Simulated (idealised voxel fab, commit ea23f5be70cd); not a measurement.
process module | voxel self aligned vias
cross-section cut | 155 nm wide | cells 5 nm
A cross-section is a grid of square cells, given in bands from the top down. A band is one or more rows of cells.
Each band's line starts with the height of the band's top and of its bottom, in nm. Then come its materials from left to right, each with its width in nm. One material with "throughout" fills the band from edge to edge. "air" is empty space.
Height 0 is the level under which the wafer as received is all one material. The lowest band goes on downwards, as in "0 down".
A width such as "30 to 40" changes by the same amount from each row of cells to the next, from the band's top row to its bottom row.
"no change" after a step means that no cell of the cross-section changed.
closed voids: empty space of 8 cells or more with no open way to the top, each as width x height at its distance from the left edge, in nm
after a step's settings: what the simulator itself notes on the step
overlay nm, on a step with a mask: how far to the right of its planned place the mask lay; to the left if negative
plan
1 op RECEIVE | material Si
2 op CONFORMAL_DEP | material SiO2 | thk nm 15
3 op CONFORMAL_DEP | material SiCN | thk nm 5
4 op DIRECTIONAL_DEP | material SiO2 | thk nm 20
5 op DIRECTIONAL_DEP | material aC | thk nm 15
6 op PATTERN | tone open | mask id LINES | material resist | width nm 20 | pitch nm 70 | thk nm 30 | overlay nm 0
7 op DIRECTIONAL_ETCH | etch materials aC | depth nm 15
8 op STRIP | etch materials resist
9 op DIRECTIONAL_ETCH | etch materials SiO2 | depth nm 20
10 op STRIP | etch materials aC
11 op CONFORMAL_DEP | material TiN | thk nm 5
12 op FILL_DEP | material W | thk nm 10
13 op CMP | height nm 40
14 op SELECTIVE_ETCH | etch materials W Ru TiN | depth nm 5
15 op FILL_DEP | material SiN | thk nm 10
16 op CMP | height nm 40
17 op DIRECTIONAL_DEP | material SiO2 | thk nm 20
18 op DIRECTIONAL_DEP | material aC | thk nm 10
19 op PATTERN | tone open | mask id VIAS | material resist | width nm 40 | thk nm 30 | overlay nm 0
20 op DIRECTIONAL_ETCH | etch materials aC | depth nm 10
21 op STRIP | etch materials resist
22 op DIRECTIONAL_ETCH | etch materials SiO2 | depth nm 20
23 op DIRECTIONAL_ETCH | etch materials SiN | depth nm 5
24 op STRIP | etch materials aC
25 op CONFORMAL_DEP | material TiN | thk nm 5
26 op FILL_DEP | material Cu | thk nm 5
27 op CMP | height nm 60
28 op CONFORMAL_DEP | material SiN | thk nm 5
as received, after step 1
  0 down: Si throughout
  closed voids: none
a wafer at the end: this start, this plan, one mistake
  65 to 60: SiN throughout
  60 to 45: SiO2 15 | TiN 5 | Cu 40 | TiN 5 | SiO2 90
  45 to 40: SiO2 15 | TiN 20 | Cu 10 | TiN 20 | SiO2 90
  40 to 35: SiO2 30 | TiN 20 | SiO2 50 | SiN 20 | SiO2 35
  35 to 25: SiO2 30 | TiN 5 | W 10 | TiN 5 | SiO2 50 | TiN 5 | W 10 | TiN 5 | SiO2 35
  25 to 20: SiO2 30 | TiN 20 | SiO2 50 | TiN 20 | SiO2 35
  20 to 15: SiCN throughout
  15 to 0: SiO2 throughout
  0 down: Si throughout
  closed voids: none
what went wrong: step 19 ran as: op PATTERN | tone open | mask id VIAS | material resist | width nm 50 | thk nm 30 | overlay nm 0
